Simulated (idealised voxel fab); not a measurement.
The process module presented herein is designated voxel spacer lines.
It is cross-section cut that appears here, measuring 175 nm in width, its square cells being 5 nm in size.
When this document writes out a cross-section, it uses a grid of square cells and lists it as bands, beginning at the top and moving down, with a band standing for one or more rows of cells. Each band's line starts with the height of the band's top and of its bottom, in nm. Then come its materials from left to right, each with its width in nm. One material with "edge to edge" fills the band from edge to edge. "empty" is empty space. Counting heights begins at 0, where everything beneath is, in the wafer as received, one material. The lowest band has no bottom; it goes on downwards, as "z 0 and below" shows. With a width like "30->40", each row of cells in the band differs from the next by the same amount, the top row carrying the first number and the bottom row the second. A step reported as "same as before" is a step in which no cell of the cross-section changed. Empty spaces without an open route to the top, at least 8 cells in extent, make up the entry "Closed-off voids"; each is given as width x height at distance, where the distance is measured from the left edge, and all are in nm. On each step's line, the part that comes after the settings is the simulator's own comment on the step. "overlay nm" answers the question of how far to the right of plan the mask lay on a step that has a mask, and when it is negative the answer is to the left.
plan:
1 RECEIVE with material Si
2 CONFORMAL_DEP with material Al2O3, thk nm 5
3 DIRECTIONAL_DEP with material W, thk nm 15
4 DIRECTIONAL_DEP with material aC, thk nm 30
5 PATTERN with tone cover, mask id MANDREL, material resist, width nm 20, pitch nm 70, thk nm 35, overlay nm 0
6 DIRECTIONAL_ETCH with etch materials aC, depth nm 30
7 STRIP with etch materials resist
8 CONFORMAL_DEP with material SiN, thk nm 15
9 DIRECTIONAL_ETCH with etch materials SiN, depth nm 15
10 STRIP with etch materials aC
11 DIRECTIONAL_ETCH with etch materials W, depth nm 15
12 STRIP with etch materials SiN
13 FILL_DEP with material SiO2, thk nm 5
14 CMP with height nm 20
First of two wafers, processed according to plan:
This is the cross-section of the wafer as we received it, i.e. after step 1:
* z 0 and below  Si edge to edge
* Closed-off voids: none
Cross-section through the wafer, step 2 finished:
* z 5 to 0  Al2O3 edge to edge
* Below 0, the layers are the same as they were.
Cross-section through the wafer, step 3 finished:
* z 20 to 5  W edge to edge
* Below 5, the layers are the same as they were.
Cross-section through the wafer, step 4 finished:
* z 50 to 20  aC edge to edge
* Below 20, the layers are the same as they were.
Cross-section through the wafer, step 5 finished:
* z 85 to 50  40 nm empty / 20 nm resist / 50 nm empty / 20 nm resist / 45 nm empty
* Below 50, the layers are the same as they were.
Cross-section through the wafer, step 6 finished:
* z 55 to 50  40 nm empty / 20 nm resist / 50 nm empty / 20 nm resist / 45 nm empty
* z 50 to 20  40 nm empty / 20 nm aC / 50 nm empty / 20 nm aC / 45 nm empty
* Below 20, the layers are the same as they were.
Cross-section through the wafer, step 7 finished:
* z 50 to 20  40 nm empty / 20 nm aC / 50 nm empty / 20 nm aC / 45 nm empty
* Below 20, the layers are the same as they were.
Cross-section through the wafer, step 8 finished:
* z 65 to 50  25 nm empty / 50 nm SiN / 20 nm empty / 50 nm SiN / 30 nm empty
* z 50 to 35  25 nm empty / 15 nm SiN / 20 nm aC / 15 nm SiN / 20 nm empty / 15 nm SiN / 20 nm aC / 15 nm SiN / 30 nm empty
* z 35 to 20  40 nm SiN / 20 nm aC / 50 nm SiN / 20 nm aC / 45 nm SiN
* Below 20, the layers are the same as they were.
Cross-section through the wafer, step 9 finished:
* z 50 to 20  25 nm empty / 15 nm SiN / 20 nm aC / 15 nm SiN / 20 nm empty / 15 nm SiN / 20 nm aC / 15 nm SiN / 30 nm empty
* Below 20, the layers are the same as they were.
Cross-section through the wafer, step 10 finished:
* z 50 to 20  25 nm empty / 15 nm SiN / 20 nm empty / 15 nm SiN / 20 nm empty / 15 nm SiN / 20 nm empty / 15 nm SiN / 30 nm empty
* Below 20, the layers are the same as they were.
Cross-section through the wafer, step 11 finished:
* z 50 to 20  25 nm empty / 15 nm SiN / 20 nm empty / 15 nm SiN / 20 nm empty / 15 nm SiN / 20 nm empty / 15 nm SiN / 30 nm empty
* z 20 to 5  25 nm empty / 15 nm W / 20 nm empty / 15 nm W / 20 nm empty / 15 nm W / 20 nm empty / 15 nm W / 30 nm empty
* Below 5, the layers are the same as they were.
Cross-section through the wafer, step 12 finished:
* z 20 to 5  25 nm empty / 15 nm W / 20 nm empty / 15 nm W / 20 nm empty / 15 nm W / 20 nm empty / 15 nm W / 30 nm empty
* Below 5, the layers are the same as they were.
Cross-section through the wafer, step 13 finished:
* z 25 to 20  SiO2 edge to edge
* z 20 to 5  25 nm SiO2 / 15 nm W / 20 nm SiO2 / 15 nm W / 20 nm SiO2 / 15 nm W / 20 nm SiO2 / 15 nm W / 30 nm SiO2
* Below 5, the layers are the same as they were.
Cross-section through the wafer, step 14 finished:
* z 20 to 5  25 nm SiO2 / 15 nm W / 20 nm SiO2 / 15 nm W / 20 nm SiO2 / 15 nm W / 20 nm SiO2 / 15 nm W / 30 nm SiO2
* Below 5, the layers are the same as they were.
Wafer two. Same start, same plan, one slip in execution. Same as wafer one through step 8, inclusive:
Planned end of step 9: second wafer, cross-section:
* z 50 to 35  40 nm empty / 20 nm aC / 50 nm empty / 20 nm aC / 45 nm empty
* z 35 to 20  25 nm empty / 15 nm SiN / 20 nm aC / 15 nm SiN / 20 nm empty / 15 nm SiN / 20 nm aC / 15 nm SiN / 30 nm empty
* Below 20, the layers are the same as they were.
Planned end of step 10: second wafer, cross-section:
* z 35 to 20  25 nm empty / 15 nm SiN / 20 nm empty / 15 nm SiN / 20 nm empty / 15 nm SiN / 20 nm empty / 15 nm SiN / 30 nm empty
* Below 20, the layers are the same as they were.
Planned end of step 11: second wafer, cross-section:
* z 35 to 20  25 nm empty / 15 nm SiN / 20 nm empty / 15 nm SiN / 20 nm empty / 15 nm SiN / 20 nm empty / 15 nm SiN / 30 nm empty
* z 20 to 5  25 nm empty / 15 nm W / 20 nm empty / 15 nm W / 20 nm empty / 15 nm W / 20 nm empty / 15 nm W / 30 nm empty
* Below 5, the layers are the same as they were.
Planned end of step 12: second wafer, cross-section:
* z 20 to 5  25 nm empty / 15 nm W / 20 nm empty / 15 nm W / 20 nm empty / 15 nm W / 20 nm empty / 15 nm W / 30 nm empty
* Below 5, the layers are the same as they were.
Planned end of step 13: second wafer, cross-section:
* z 25 to 20  SiO2 edge to edge
* z 20 to 5  25 nm SiO2 / 15 nm W / 20 nm SiO2 / 15 nm W / 20 nm SiO2 / 15 nm W / 20 nm SiO2 / 15 nm W / 30 nm SiO2
* Below 5, the layers are the same as they were.
Planned end of step 14: second wafer, cross-section:
* z 20 to 5  25 nm SiO2 / 15 nm W / 20 nm SiO2 / 15 nm W / 20 nm SiO2 / 15 nm W / 20 nm SiO2 / 15 nm W / 30 nm SiO2
* Below 5, the layers are the same as they were.
Diagnosis: step 9 was run twice
The two wafers come out with the same cross-section, meaning that, for this model, the mistake has no consequence in the computed result.
